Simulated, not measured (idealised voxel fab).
Process module in this document: voxel trench capacitor
The width of the displayed cross-section, cut, is 210 nm; its cells are square, with a size of 5 nm.
Notation: cross-section as square-cell grid; stated in bands, top first, going down; one or more cell rows per band. For a band, the entry starts with two heights in nm, that of the top and then that of the bottom, and carries on with the band's materials in order from left to right, each alongside its width in nm; the word "everywhere" beside a single material means it fills the band edge to edge, and "air" means empty space. We count height from 0. Below that, the starting wafer is all one material. The lowest band never ends at the bottom but goes on down; see "z 0 and below" for how that is written. Think of "30 to 40" as a width that walks from the first number to the second as you go down the band, top row to bottom row, taking equal-sized steps from row to row. "remains unaltered" means the step left every cell of the cross-section as it was. For the entry "Fully sealed cavities", the listed items are empty spaces with no open way to the top whose size is 8 cells or more; each item follows the pattern width x height at distance, where distance is from the left edge and all three are in nm. Read whatever lies past the settings on a step's line as the simulator's own remark about the step. Among the settings permitted on a step's line is "overlay nm"; applied to a step with a mask, it specifies the extent to which the mask lay to the right of its planned position, whereas a negative figure signifies a position to the left. Reading guide: pairs of cross-sections, before and after one process step; after view cut off at lowest changed band; step and settings listed under each pair. Pairs may stem from different runs of this module on the same starting wafer; continuity with the pair above only where the "Incoming profile" entry states it.

-- Incoming profile
    z 15 to 10: SiO2 25 nm, then air 15 nm, then SiO2 35 nm, then air 15 nm, then SiO2 35 nm, then air 15 nm, then SiO2 35 nm, then air 15 nm, then SiO2 20 nm
    z 10 to 0: SiN 20 nm, then SiO2 5 nm, then air 15 nm, then SiO2 5 nm, then SiN 25 nm, then SiO2 5 nm, then air 15 nm, then SiO2 5 nm, then SiN 25 nm, then SiO2 5 nm, then air 15 nm, then SiO2 5 nm, then SiN 25 nm, then SiO2 5 nm, then air 15 nm, then SiO2 5 nm, then SiN 15 nm
    z 0 to -25: Si 20 nm, then SiO2 5 nm, then air 15 nm, then SiO2 5 nm, then Si 25 nm, then SiO2 5 nm, then air 15 nm, then SiO2 5 nm, then Si 25 nm, then SiO2 5 nm, then air 15 nm, then SiO2 5 nm, then Si 25 nm, then SiO2 5 nm, then air 15 nm, then SiO2 5 nm, then Si 15 nm
    z -25 to -30: Si 20 nm, then SiO2 25 nm, then Si 25 nm, then SiO2 25 nm, then Si 25 nm, then SiO2 25 nm, then Si 25 nm, then SiO2 25 nm, then Si 15 nm
    z -30 and below: Si everywhere
    Fully sealed cavities: none

-- Step Result
    z 20 to 15: polySi everywhere
    z 15 to 10: SiO2 25 nm, then polySi 15 nm, then SiO2 35 nm, then polySi 15 nm, then SiO2 35 nm, then polySi 15 nm, then SiO2 35 nm, then polySi 15 nm, then SiO2 20 nm
    z 10 to 0: SiN 20 nm, then SiO2 5 nm, then polySi 15 nm, then SiO2 5 nm, then SiN 25 nm, then SiO2 5 nm, then polySi 15 nm, then SiO2 5 nm, then SiN 25 nm, then SiO2 5 nm, then polySi 15 nm, then SiO2 5 nm, then SiN 25 nm, then SiO2 5 nm, then polySi 15 nm, then SiO2 5 nm, then SiN 15 nm
    z 0 to -25: Si 20 nm, then SiO2 5 nm, then polySi 15 nm, then SiO2 5 nm, then Si 25 nm, then SiO2 5 nm, then polySi 15 nm, then SiO2 5 nm, then Si 25 nm, then SiO2 5 nm, then polySi 15 nm, then SiO2 5 nm, then Si 25 nm, then SiO2 5 nm, then polySi 15 nm, then SiO2 5 nm, then Si 15 nm
    Heights below -25 show no change.
    Fully sealed cavities: none
Step sandwiched between the two cross-sections above: FILL_DEP: material polySi, thk nm 5

Incoming profile: This step starts from the configuration shown after the step in the pair immediately above.

-- Step Result
    z 10 to 0: SiN 20 nm, then SiO2 5 nm, then polySi 15 nm, then SiO2 5 nm, then SiN 25 nm, then SiO2 5 nm, then polySi 15 nm, then SiO2 5 nm, then SiN 25 nm, then SiO2 5 nm, then polySi 15 nm, then SiO2 5 nm, then SiN 25 nm, then SiO2 5 nm, then polySi 15 nm, then SiO2 5 nm, then SiN 15 nm
    Heights below 0 show no change.
    Fully sealed cavities: none
Step sandwiched between the two cross-sections above: CMP: height nm 10

-- Incoming profile
    z 10 to 0: SiN 15 nm, then air 25 nm, then SiN 25 nm, then air 25 nm, then SiN 25 nm, then air 25 nm, then SiN 25 nm, then air 25 nm, then SiN 20 nm
    z 0 to -30: Si 15 nm, then air 25 nm, then Si 25 nm, then air 25 nm, then Si 25 nm, then air 25 nm, then Si 25 nm, then air 25 nm, then Si 20 nm
    z -30 and below: Si everywhere
    Fully sealed cavities: none

-- Step Result
    z 15 to 10: aC 20 nm, then air 15 nm, then aC 35 nm, then air 15 nm, then aC 35 nm, then air 15 nm, then aC 35 nm, then air 15 nm, then aC 25 nm
    z 10 to 0: SiN 15 nm, then aC 5 nm, then air 15 nm, then aC 5 nm, then SiN 25 nm, then aC 5 nm, then air 15 nm, then aC 5 nm, then SiN 25 nm, then aC 5 nm, then air 15 nm, then aC 5 nm, then SiN 25 nm, then aC 5 nm, then air 15 nm, then aC 5 nm, then SiN 20 nm
    z 0 to -25: Si 15 nm, then aC 5 nm, then air 15 nm, then aC 5 nm, then Si 25 nm, then aC 5 nm, then air 15 nm, then aC 5 nm, then Si 25 nm, then aC 5 nm, then air 15 nm, then aC 5 nm, then Si 25 nm, then aC 5 nm, then air 15 nm, then aC 5 nm, then Si 20 nm
    z -25 to -30: Si 15 nm, then aC 25 nm, then Si 25 nm, then aC 25 nm, then Si 25 nm, then aC 25 nm, then Si 25 nm, then aC 25 nm, then Si 20 nm
    Heights below -30 show no change.
    Fully sealed cavities: none
Step sandwiched between the two cross-sections above: CONFORMAL_DEP: material aC, thk nm 5

Incoming profile: This step starts from the configuration shown after the step in the pair immediately above.

-- Step Result
    z 20 to 15: polySi everywhere
    z 15 to 10: aC 20 nm, then polySi 15 nm, then aC 35 nm, then polySi 15 nm, then aC 35 nm, then polySi 15 nm, then aC 35 nm, then polySi 15 nm, then aC 25 nm
    z 10 to 0: SiN 15 nm, then aC 5 nm, then polySi 15 nm, then aC 5 nm, then SiN 25 nm, then aC 5 nm, then polySi 15 nm, then aC 5 nm, then SiN 25 nm, then aC 5 nm, then polySi 15 nm, then aC 5 nm, then SiN 25 nm, then aC 5 nm, then polySi 15 nm, then aC 5 nm, then SiN 20 nm
    z 0 to -25: Si 15 nm, then aC 5 nm, then polySi 15 nm, then aC 5 nm, then Si 25 nm, then aC 5 nm, then polySi 15 nm, then aC 5 nm, then Si 25 nm, then aC 5 nm, then polySi 15 nm, then aC 5 nm, then Si 25 nm, then aC 5 nm, then polySi 15 nm, then aC 5 nm, then Si 20 nm
    Heights below -25 show no change.
    Fully sealed cavities: none
Step sandwiched between the two cross-sections above: FILL_DEP: material polySi, thk nm 5

Incoming profile: This step starts from the configuration shown after the step in the pair immediately above.

-- Step Result
    z 10 to 0: SiN 15 nm, then aC 5 nm, then polySi 15 nm, then aC 5 nm, then SiN 25 nm, then aC 5 nm, then polySi 15 nm, then aC 5 nm, then SiN 25 nm, then aC 5 nm, then polySi 15 nm, then aC 5 nm, then SiN 25 nm, then aC 5 nm, then polySi 15 nm, then aC 5 nm, then SiN 20 nm
    Heights below 0 show no change.
    Fully sealed cavities: none
Step sandwiched between the two cross-sections above: CMP: height nm 10

-- Incoming profile
    z 20 to 10: aC everywhere
    z 10 to 0: SiN everywhere
    z 0 and below: Si everywhere
    Fully sealed cavities: none

-- Step Result
    z 45 to 20: air 15 nm, then resist 25 nm, then air 25 nm, then resist 25 nm, then air 25 nm, then resist 25 nm, then air 25 nm, then resist 25 nm, then air 20 nm
    Heights below 20 show no change.
    Fully sealed cavities: none
Step sandwiched between the two cross-sections above: PATTERN: tone cover, mask id TRENCH, material resist, width nm 25, pitch nm 50, thk nm 25, overlay nm 0

Incoming profile: This step starts from the configuration shown after the step in the pair immediately above.

-- Step Result
    z 35 to 20: air 15 nm, then resist 25 nm, then air 25 nm, then resist 25 nm, then air 25 nm, then resist 25 nm, then air 25 nm, then resist 25 nm, then air 20 nm
    z 20 to 10: air 15 nm, then aC 25 nm, then air 25 nm, then aC 25 nm, then air 25 nm, then aC 25 nm, then air 25 nm, then aC 25 nm, then air 20 nm
    Heights below 10 show no change.
    Fully sealed cavities: none
Step sandwiched between the two cross-sections above: DIRECTIONAL_ETCH: etch materials aC, depth nm 10

Incoming profile: This step starts from the configuration shown after the step in the pair immediately above.

-- Step Result
    z 20 to 10: air 15 nm, then aC 25 nm, then air 25 nm, then aC 25 nm, then air 25 nm, then aC 25 nm, then air 25 nm, then aC 25 nm, then air 20 nm
    Heights below 10 show no change.
    Fully sealed cavities: none
Step sandwiched between the two cross-sections above: STRIP: etch materials resist

Incoming profile: This step starts from the configuration shown after the step in the pair immediately above.

-- Step Result
    z 20 to 10: air 15 nm, then aC 25 nm, then air 25 nm, then aC 25 nm, then air 25 nm, then aC 25 nm, then air 25 nm, then aC 25 nm, then air 20 nm
    z 10 to 0: air 15 nm, then SiN 25 nm, then air 25 nm, then SiN 25 nm, then air 25 nm, then SiN 25 nm, then air 25 nm, then SiN 25 nm, then air 20 nm
    Heights below 0 show no change.
    Fully sealed cavities: none
Step sandwiched between the two cross-sections above: DIRECTIONAL_ETCH: etch materials SiN, depth nm 10

Incoming profile: This step starts from the configuration shown after the step in the pair immediately above.

-- Step Result
    z 20 to 10: air 15 nm, then aC 25 nm, then air 25 nm, then aC 25 nm, then air 25 nm, then aC 25 nm, then air 25 nm, then aC 25 nm, then air 20 nm
    z 10 to 0: air 15 nm, then SiN 25 nm, then air 25 nm, then SiN 25 nm, then air 25 nm, then SiN 25 nm, then air 25 nm, then SiN 25 nm, then air 20 nm
    z 0 to -30: air 15 nm, then Si 25 nm, then air 25 nm, then Si 25 nm, then air 25 nm, then Si 25 nm, then air 25 nm, then Si 25 nm, then air 20 nm
    Heights below -30 show no change.
    Fully sealed cavities: none
Step sandwiched between the two cross-sections above: DIRECTIONAL_ETCH: etch materials Si, depth nm 30

Incoming profile: This step starts from the configuration shown after the step in the pair immediately above.

-- Step Result
    z 10 to 0: air 15 nm, then SiN 25 nm, then air 25 nm, then SiN 25 nm, then air 25 nm, then SiN 25 nm, then air 25 nm, then SiN 25 nm, then air 20 nm
    Heights below 0 show no change.
    Fully sealed cavities: none
Step sandwiched between the two cross-sections above: STRIP: etch materials aC

Incoming profile: This step starts from the configuration shown after the step in the pair immediately above.

-- Step Result
    z 15 to 10: air 10 nm, then SiO2 35 nm, then air 15 nm, then SiO2 35 nm, then air 15 nm, then SiO2 35 nm, then air 15 nm, then SiO2 35 nm, then air 15 nm
    z 10 to 0: air 10 nm, then SiO2 5 nm, then SiN 25 nm, then SiO2 5 nm, then air 15 nm, then SiO2 5 nm, then SiN 25 nm, then SiO2 5 nm, then air 15 nm, then SiO2 5 nm, then SiN 25 nm, then SiO2 5 nm, then air 15 nm, then SiO2 5 nm, then SiN 25 nm, then SiO2 5 nm, then air 15 nm
    z 0 to -25: air 10 nm, then SiO2 5 nm, then Si 25 nm, then SiO2 5 nm, then air 15 nm, then SiO2 5 nm, then Si 25 nm, then SiO2 5 nm, then air 15 nm, then SiO2 5 nm, then Si 25 nm, then SiO2 5 nm, then air 15 nm, then SiO2 5 nm, then Si 25 nm, then SiO2 5 nm, then air 15 nm
    z -25 to -30: SiO2 15 nm, then Si 25 nm, then SiO2 25 nm, then Si 25 nm, then SiO2 25 nm, then Si 25 nm, then SiO2 25 nm, then Si 25 nm, then SiO2 20 nm
    Heights below -30 show no change.
    Fully sealed cavities: none
Step sandwiched between the two cross-sections above: CONFORMAL_DEP: material SiO2, thk nm 5

Incoming profile: This step starts from the configuration shown after the step in the pair immediately above.

-- Step Result
    z 20 to 15: polySi everywhere
    z 15 to 10: polySi 10 nm, then SiO2 35 nm, then polySi 15 nm, then SiO2 35 nm, then polySi 15 nm, then SiO2 35 nm, then polySi 15 nm, then SiO2 35 nm, then polySi 15 nm
    z 10 to 0: polySi 10 nm, then SiO2 5 nm, then SiN 25 nm, then SiO2 5 nm, then polySi 15 nm, then SiO2 5 nm, then SiN 25 nm, then SiO2 5 nm, then polySi 15 nm, then SiO2 5 nm, then SiN 25 nm, then SiO2 5 nm, then polySi 15 nm, then SiO2 5 nm, then SiN 25 nm, then SiO2 5 nm, then polySi 15 nm
    z 0 to -25: polySi 10 nm, then SiO2 5 nm, then Si 25 nm, then SiO2 5 nm, then polySi 15 nm, then SiO2 5 nm, then Si 25 nm, then SiO2 5 nm, then polySi 15 nm, then SiO2 5 nm, then Si 25 nm, then SiO2 5 nm, then polySi 15 nm, then SiO2 5 nm, then Si 25 nm, then SiO2 5 nm, then polySi 15 nm
    Heights below -25 show no change.
    Fully sealed cavities: none
Step sandwiched between the two cross-sections above: FILL_DEP: material polySi, thk nm 5

Incoming profile: This step starts from the configuration shown after the step in the pair immediately above.

-- Step Result
    z 10 to 0: polySi 10 nm, then SiO2 5 nm, then SiN 25 nm, then SiO2 5 nm, then polySi 15 nm, then SiO2 5 nm, then SiN 25 nm, then SiO2 5 nm, then polySi 15 nm, then SiO2 5 nm, then SiN 25 nm, then SiO2 5 nm, then polySi 15 nm, then SiO2 5 nm, then SiN 25 nm, then SiO2 5 nm, then polySi 15 nm
    Heights below 0 show no change.
    Fully sealed cavities: none
Step sandwiched between the two cross-sections above: CMP: height nm 10
